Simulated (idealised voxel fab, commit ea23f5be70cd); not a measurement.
Proc. module: voxel gate over fins
FYI the section here is cut, 235 nm wide, cells are 5 nm squares.
Bands, listed from the top down, are how a cross-section gets written in this document; the cross-section itself is a grid of square cells, and a band is one or more rows of them.
Top, bottom (nm), then materials left to right with widths (nm); lone material tagged "full width" fills the whole band edge to edge; "air" = empty space.
Note: height 0 marks the level under which the wafer is uniformly one material as received. Lowest band unbounded below, written "0..down".
The width entry "30..40" should be interpreted row by row: the top row of cells in the band takes the first number, the bottom row takes the second number, and the change between adjacent rows is uniform throughout.
Any step labelled "remained the same" changed none of the cells in the cross-section.
Closed-off voids of 8+ cells (no open route to the top) go in "Sealed-off cavities", written width x height at distance from the left edge, in nm.
It should be noted that, on the line of a given step, the content following the step's settings is a remark produced by the simulator itself with respect to that step.
If you see "overlay nm" on a step's line and that step has a mask, it's telling you how far right of where it was planned the mask ended up; a negative number means it went left instead.
This section lists the process steps that were planned:
1) RECEIVE,material Si
2) CONFORMAL_DEP,material SiN,thk nm 5
3) PATTERN,tone cover,mask id FINS,material resist,width nm 15,pitch nm 40,thk nm 15,overlay nm 0
4) DIRECTIONAL_ETCH,etch materials SiN,depth nm 5
5) DIRECTIONAL_ETCH,etch materials Si,depth nm 35
6) STRIP,etch materials resist
7) OXIDIZE,depth nm 5
8) FILL_DEP,material SiO2,thk nm 10
9) CMP,height nm 5
10) SELECTIVE_ETCH,etch materials SiO2,depth nm 15
11) STRIP,etch materials SiN
12) CONFORMAL_DEP,material HfO2,thk nm 5
13) CONFORMAL_DEP,material TiN,thk nm 5
14) CONFORMAL_DEP,material TiAl,thk nm 5
15) CONFORMAL_DEP,material TiN,thk nm 5
16) FILL_DEP,material W,thk nm 10
17) CMP,height nm 25
18) CONFORMAL_DEP,material SiCN,thk nm 5
First of two wafers: run as planned:
Delivered wafer in cross-section: state after step 1:
    0..down = Si full width
    Sealed-off cavities: none
Take a look at the wafer's cross-section after step 2:
    5..0 = SiN full width
    At heights below 0, the structure remains unaltered.
Take a look at the wafer's cross-section after step 3:
    20..5 = air=90 | resist=15 | air=25 | resist=15 | air=90
    At heights below 5, the structure remains unaltered.
Take a look at the wafer's cross-section after step 4:
    20..5 = air=90 | resist=15 | air=25 | resist=15 | air=90
    5..0 = air=90 | SiN=15 | air=25 | SiN=15 | air=90
    At heights below 0, the structure remains unaltered.
Take a look at the wafer's cross-section after step 5:
    20..5 = air=90 | resist=15 | air=25 | resist=15 | air=90
    5..0 = air=90 | SiN=15 | air=25 | SiN=15 | air=90
    0..-35 = air=90 | Si=15 | air=25 | Si=15 | air=90
    At heights below -35, the structure remains unaltered.
Take a look at the wafer's cross-section after step 6:
    5..0 = air=90 | SiN=15 | air=25 | SiN=15 | air=90
    At heights below 0, the structure remains unaltered.
Take a look at the wafer's cross-section after step 7:
    5..0 = air=90 | SiN=15 | air=25 | SiN=15 | air=90
    0..-35 = air=90 | SiO2=5 | Si=5 | SiO2=5 | air=25 | SiO2=5 | Si=5 | SiO2=5 | air=90
    -35..-40 = SiO2=95 | Si=5 | SiO2=35 | Si=5 | SiO2=95
    At heights below -40, the structure remains unaltered.
Take a look at the wafer's cross-section after step 8:
    15..5 = SiO2 full width
    5..0 = SiO2=90 | SiN=15 | SiO2=25 | SiN=15 | SiO2=90
    0..-40 = SiO2=95 | Si=5 | SiO2=35 | Si=5 | SiO2=95
    At heights below -40, the structure remains unaltered.
Take a look at the wafer's cross-section after step 9:
    5..0 = SiO2=90 | SiN=15 | SiO2=25 | SiN=15 | SiO2=90
    At heights below 0, the structure remains unaltered.
Take a look at the wafer's cross-section after step 10:
    5..0 = air=90 | SiN=15 | air=25 | SiN=15 | air=90
    0..-10 = air=95 | Si=5 | air=35 | Si=5 | air=95
    At heights below -10, the structure remains unaltered.
Take a look at the wafer's cross-section after step 11:
    0..-10 = air=95 | Si=5 | air=35 | Si=5 | air=95
    At heights below -10, the structure remains unaltered.
Take a look at the wafer's cross-section after step 12:
    5..0 = air=90 | HfO2=15 | air=25 | HfO2=15 | air=90
    0..-5 = air=90 | HfO2=5 | Si=5 | HfO2=5 | air=25 | HfO2=5 | Si=5 | HfO2=5 | air=90
    -5..-10 = HfO2=95 | Si=5 | HfO2=35 | Si=5 | HfO2=95
    At heights below -10, the structure remains unaltered.
Take a look at the wafer's cross-section after step 13:
    10..5 = air=85 | TiN=25 | air=15 | TiN=25 | air=85
    5..0 = air=85 | TiN=5 | HfO2=15 | TiN=5 | air=15 | TiN=5 | HfO2=15 | TiN=5 | air=85
    0..-5 = TiN=90 | HfO2=5 | Si=5 | HfO2=5 | TiN=25 | HfO2=5 | Si=5 | HfO2=5 | TiN=90
    At heights below -5, the structure remains unaltered.
Take a look at the wafer's cross-section after step 14:
    15..10 = air=80 | TiAl=35 | air=5 | TiAl=35 | air=80
    10..5 = air=80 | TiAl=5 | TiN=25 | TiAl=5 | air=5 | TiAl=5 | TiN=25 | TiAl=5 | air=80
    5..0 = TiAl=85 | TiN=5 | HfO2=15 | TiN=5 | TiAl=15 | TiN=5 | HfO2=15 | TiN=5 | TiAl=85
    At heights below 0, the structure remains unaltered.
Take a look at the wafer's cross-section after step 15:
    20..15 = air=75 | TiN=85 | air=75
    15..10 = air=75 | TiN=5 | TiAl=35 | TiN=5 | TiAl=35 | TiN=5 | air=75
    10..5 = TiN=80 | TiAl=5 | TiN=25 | TiAl=5 | TiN=5 | TiAl=5 | TiN=25 | TiAl=5 | TiN=80
    At heights below 5, the structure remains unaltered.
Take a look at the wafer's cross-section after step 16:
    30..20 = W full width
    20..15 = W=75 | TiN=85 | W=75
    15..10 = W=75 | TiN=5 | TiAl=35 | TiN=5 | TiAl=35 | TiN=5 | W=75
    At heights below 10, the structure remains unaltered.
Take a look at the wafer's cross-section after step 17:
    25..20 = W full width
    At heights below 20, the structure remains unaltered.
Take a look at the wafer's cross-section after step 18:
    30..25 = SiCN full width
    At heights below 25, the structure remains unaltered.
What follows concerns the second wafer, which started out like the first and was meant to follow the very same plan; one mistake crept in when it was run, but everything up to and including step 2 is the same as for the first wafer:
Cross-sectional representation of the second wafer at the time designated in the plan for the completion of step 3:
    20..5 = air=85 | resist=25 | air=15 | resist=25 | air=85
    At heights below 5, the structure remains unaltered.
Cross-sectional representation of the second wafer at the time designated in the plan for the completion of step 4:
    20..5 = air=85 | resist=25 | air=15 | resist=25 | air=85
    5..0 = air=85 | SiN=25 | air=15 | SiN=25 | air=85
    At heights below 0, the structure remains unaltered.
Cross-sectional representation of the second wafer at the time designated in the plan for the completion of step 5:
    20..5 = air=85 | resist=25 | air=15 | resist=25 | air=85
    5..0 = air=85 | SiN=25 | air=15 | SiN=25 | air=85
    0..-35 = air=85 | Si=25 | air=15 | Si=25 | air=85
    At heights below -35, the structure remains unaltered.
Cross-sectional representation of the second wafer at the time designated in the plan for the completion of step 6:
    5..0 = air=85 | SiN=25 | air=15 | SiN=25 | air=85
    At heights below 0, the structure remains unaltered.
Cross-sectional representation of the second wafer at the time designated in the plan for the completion of step 7:
    5..0 = air=85 | SiN=25 | air=15 | SiN=25 | air=85
    0..-35 = air=85 | SiO2=5 | Si=15 | SiO2=5 | air=15 | SiO2=5 | Si=15 | SiO2=5 | air=85
    -35..-40 = SiO2=90 | Si=15 | SiO2=25 | Si=15 | SiO2=90
    At heights below -40, the structure remains unaltered.
Cross-sectional representation of the second wafer at the time designated in the plan for the completion of step 8:
    15..5 = SiO2 full width
    5..0 = SiO2=85 | SiN=25 | SiO2=15 | SiN=25 | SiO2=85
    0..-40 = SiO2=90 | Si=15 | SiO2=25 | Si=15 | SiO2=90
    At heights below -40, the structure remains unaltered.
Cross-sectional representation of the second wafer at the time designated in the plan for the completion of step 9:
    5..0 = SiO2=85 | SiN=25 | SiO2=15 | SiN=25 | SiO2=85
    At heights below 0, the structure remains unaltered.
Cross-sectional representation of the second wafer at the time designated in the plan for the completion of step 10:
    5..0 = air=85 | SiN=25 | air=15 | SiN=25 | air=85
    0..-10 = air=90 | Si=15 | air=25 | Si=15 | air=90
    At heights below -10, the structure remains unaltered.
Cross-sectional representation of the second wafer at the time designated in the plan for the completion of step 11:
    0..-10 = air=90 | Si=15 | air=25 | Si=15 | air=90
    At heights below -10, the structure remains unaltered.
Cross-sectional representation of the second wafer at the time designated in the plan for the completion of step 12:
    5..0 = air=85 | HfO2=25 | air=15 | HfO2=25 | air=85
    0..-5 = air=85 | HfO2=5 | Si=15 | HfO2=5 | air=15 | HfO2=5 | Si=15 | HfO2=5 | air=85
    -5..-10 = HfO2=90 | Si=15 | HfO2=25 | Si=15 | HfO2=90
    At heights below -10, the structure remains unaltered.
Cross-sectional representation of the second wafer at the time designated in the plan for the completion of step 13:
    10..5 = air=80 | TiN=35 | air=5 | TiN=35 | air=80
    5..0 = air=80 | TiN=5 | HfO2=25 | TiN=5 | air=5 | TiN=5 | HfO2=25 | TiN=5 | air=80
    0..-5 = TiN=85 | HfO2=5 | Si=15 | HfO2=5 | TiN=15 | HfO2=5 | Si=15 | HfO2=5 | TiN=85
    At heights below -5, the structure remains unaltered.
Cross-sectional representation of the second wafer at the time designated in the plan for the completion of step 14:
    15..10 = air=75 | TiAl=85 | air=75
    10..5 = air=75 | TiAl=5 | TiN=35 | TiAl=5 | TiN=35 | TiAl=5 | air=75
    5..0 = TiAl=80 | TiN=5 | HfO2=25 | TiN=5 | TiAl=5 | TiN=5 | HfO2=25 | TiN=5 | TiAl=80
    At heights below 0, the structure remains unaltered.
Cross-sectional representation of the second wafer at the time designated in the plan for the completion of step 15:
    20..15 = air=70 | TiN=95 | air=70
    15..10 = air=70 | TiN=5 | TiAl=85 | TiN=5 | air=70
    10..5 = TiN=75 | TiAl=5 | TiN=35 | TiAl=5 | TiN=35 | TiAl=5 | TiN=75
    At heights below 5, the structure remains unaltered.
Cross-sectional representation of the second wafer at the time designated in the plan for the completion of step 16:
    30..20 = W full width
    20..15 = W=70 | TiN=95 | W=70
    15..10 = W=70 | TiN=5 | TiAl=85 | TiN=5 | W=70
    At heights below 10, the structure remains unaltered.
Cross-sectional representation of the second wafer at the time designated in the plan for the completion of step 17:
    25..20 = W full width
    At heights below 20, the structure remains unaltered.
Cross-sectional representation of the second wafer at the time designated in the plan for the completion of step 18:
    30..25 = SiCN full width
    At heights below 25, the structure remains unaltered.
What was done differently from what was planned? step 3 was not run as planned; what actually ran was PATTERN,tone cover,mask id FINS,material resist,width nm 25,pitch nm 40,thk nm 15,overlay nm 0
Final wafer comparison in cells, second versus first, more or fewer per material: 32 more of Si; 24 fewer of SiO2; 2 fewer of TiAl; 2 fewer of TiN; 4 fewer of W
